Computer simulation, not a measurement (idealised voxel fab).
process module | voxel self aligned contacts
cross-section cut | 295 nm wide | cells 5 nm
A cross-section is a grid of square cells, given in bands from the top down. A band is one or more rows of cells.
Each band's line starts with the height of the band's top and of its bottom, in nm. Then come its materials from left to right, each with its width in nm. One material with "throughout" fills the band from edge to edge. "air" is empty space.
Height 0 is the level under which the wafer as received is all one material. The lowest band goes on downwards, as in "0 down".
A width such as "30 to 40" changes by the same amount from each row of cells to the next, from the band's top row to its bottom row.
"no change" after a step means that no cell of the cross-section changed.
closed voids: empty space of 8 cells or more with no open way to the top, each as width x height at its distance from the left edge, in nm
after a step's settings: what the simulator itself notes on the step
overlay nm, on a step with a mask: how far to the right of its planned place the mask lay; to the left if negative
plan
1 op RECEIVE | material Si
2 op OXIDIZE | depth nm 5
3 op DIRECTIONAL_DEP | material polySi | thk nm 30
4 op DIRECTIONAL_DEP | material SiN | thk nm 20
5 op DIRECTIONAL_DEP | material aC | thk nm 10
6 op PATTERN | tone cover | mask id GATE | material resist | width nm 25 | pitch nm 50 | thk nm 25 | overlay nm 0
7 op DIRECTIONAL_ETCH | etch materials aC | depth nm 10
8 op STRIP | etch materials resist
9 op DIRECTIONAL_ETCH | etch materials SiN | depth nm 20
10 op DIRECTIONAL_ETCH | etch materials polySi | depth nm 30
11 op STRIP | etch materials aC
12 op CONFORMAL_DEP | material SiN | thk nm 5
13 op DIRECTIONAL_ETCH | etch materials SiN | depth nm 5
14 op FILL_DEP | material SiO2 | thk nm 15
15 op CMP | height nm 60
16 op DIRECTIONAL_DEP | material aC | thk nm 15
17 op PATTERN | tone open | mask id CONTACT | material resist | width nm 35 | pitch nm 50 | thk nm 30 | overlay nm 0
18 op DIRECTIONAL_ETCH | etch materials aC | depth nm 15
19 op STRIP | etch materials resist
20 op DIRECTIONAL_ETCH | etch materials SiO2 | depth nm 65
21 op STRIP | etch materials aC
22 op CONFORMAL_DEP | material TiN | thk nm 5
23 op FILL_DEP | material Ru | thk nm 5
24 op CMP | height nm 60
25 op CONFORMAL_DEP | material SiN | thk nm 5
as received, after step 1
  0 down: Si throughout
  closed voids: none
a wafer at the end: this start, this plan, one mistake
  65 to 60: SiN throughout
  60 to 35: SiO2 80 | SiN 5 | polySi 25 | SiN 5 | TiN 5 | Ru 5 | TiN 5 | SiN 5 | polySi 25 | SiN 5 | TiN 5 | Ru 5 | TiN 5 | SiN 5 | polySi 25 | SiN 5 | SiO2 80
  35 to 30: SiO2 80 | SiN 5 | polySi 25 | SiN 5 | TiN 15 | SiN 5 | polySi 25 | SiN 5 | TiN 15 | SiN 5 | polySi 25 | SiN 5 | SiO2 80
  30 to 0: polySi throughout
  0 to -5: SiO2 throughout
  -5 down: Si throughout
  closed voids: none
what went wrong: step 3 was run twice
